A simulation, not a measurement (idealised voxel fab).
process module | voxel fin reveal
cross-section cut | 180 nm wide | cells 5 nm
A cross-section is a grid of square cells, given in bands from the top down. A band is one or more rows of cells.
Each band's line starts with the height of the band's top and of its bottom, in nm. Then come its materials from left to right, each with its width in nm. One material with "throughout" fills the band from edge to edge. "air" is empty space.
Height 0 is the level under which the wafer as received is all one material. The lowest band goes on downwards, as in "0 down".
A width such as "30 to 40" changes by the same amount from each row of cells to the next, from the band's top row to its bottom row.
"no change" after a step means that no cell of the cross-section changed.
closed voids: empty space of 8 cells or more with no open way to the top, each as width x height at its distance from the left edge, in nm
after a step's settings: what the simulator itself notes on the step
overlay nm, on a step with a mask: how far to the right of its planned place the mask lay; to the left if negative
plan
1 op RECEIVE | material Si
2 op CONFORMAL_DEP | material SiN | thk nm 10
3 op MASKED_ETCH | tone cover | mask id FINS | width nm 15 | pitch nm 40 | etch materials SiN | depth nm 10 | overlay nm 0
4 op MASKED_ETCH | tone cover | mask id FINS | width nm 15 | pitch nm 40 | etch materials Si | depth nm 35 | overlay nm 0
5 op OXIDIZE | depth nm 5
6 op FILL_DEP | material SiO2 | thk nm 5
7 op CMP | height nm 10
8 op SELECTIVE_ETCH | etch materials SiO2 | depth nm 25
9 op STRIP | etch materials SiN
10 op CONFORMAL_DEP | material HfO2 | thk nm 5
as received, after step 1
  0 down: Si throughout
  closed voids: none
a wafer at the end: this start, this plan, one mistake
  5 to 0: HfO2 60 | air 15 | HfO2 25 | air 15 | HfO2 65
  0 to -5: Si 55 | HfO2 25 | Si 15 | HfO2 25 | Si 60
  -5 down: Si throughout
  closed voids: none
what went wrong: step 3 ran as: op MASKED_ETCH | tone open | mask id FINS | width nm 15 | pitch nm 40 | etch materials SiN | depth nm 10 | overlay nm 0
